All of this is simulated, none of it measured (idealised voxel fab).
process module | voxel plated lines
cross-section cut | 190 nm wide | cells 5 nm
A cross-section is a grid of square cells, given in bands from the top down. A band is one or more rows of cells.
Each band's line starts with the height of the band's top and of its bottom, in nm. Then come its materials from left to right, each with its width in nm. One material with "throughout" fills the band from edge to edge. "air" is empty space.
Height 0 is the level under which the wafer as received is all one material. The lowest band goes on downwards, as in "0 down".
A width such as "30 to 40" changes by the same amount from each row of cells to the next, from the band's top row to its bottom row.
"no change" after a step means that no cell of the cross-section changed.
closed voids: empty space of 8 cells or more with no open way to the top, each as width x height at its distance from the left edge, in nm
after a step's settings: what the simulator itself notes on the step
overlay nm, on a step with a mask: how far to the right of its planned place the mask lay; to the left if negative
plan
1 op RECEIVE | material Si
2 op CONFORMAL_DEP | material Al2O3 | thk nm 5
3 op DIRECTIONAL_DEP | material TiN | thk nm 5
4 op PATTERN | tone open | mask id LINES | material resist | width nm 20 | pitch nm 35 | thk nm 15 | overlay nm 0
5 op EPI | material Ru | thk nm 5
6 op STRIP | etch materials resist
7 op DIRECTIONAL_ETCH | etch materials TiN | depth nm 5
8 op CONFORMAL_DEP | material SiN | thk nm 10
as received, after step 1
  0 down: Si throughout
  closed voids: none
a wafer at the end: this start, this plan, one mistake
  25 to 20: air 20 | SiN 145 | air 25
  20 to 15: SiN throughout
  15 to 10: SiN 30 | Ru 20 | SiN 15 | Ru 20 | SiN 15 | Ru 20 | SiN 15 | Ru 20 | SiN 35
  10 to 5: Ru throughout
  5 to 0: Al2O3 throughout
  0 down: Si throughout
  closed voids: none
what went wrong: step 3 ran as: op DIRECTIONAL_DEP | material Ru | thk nm 5
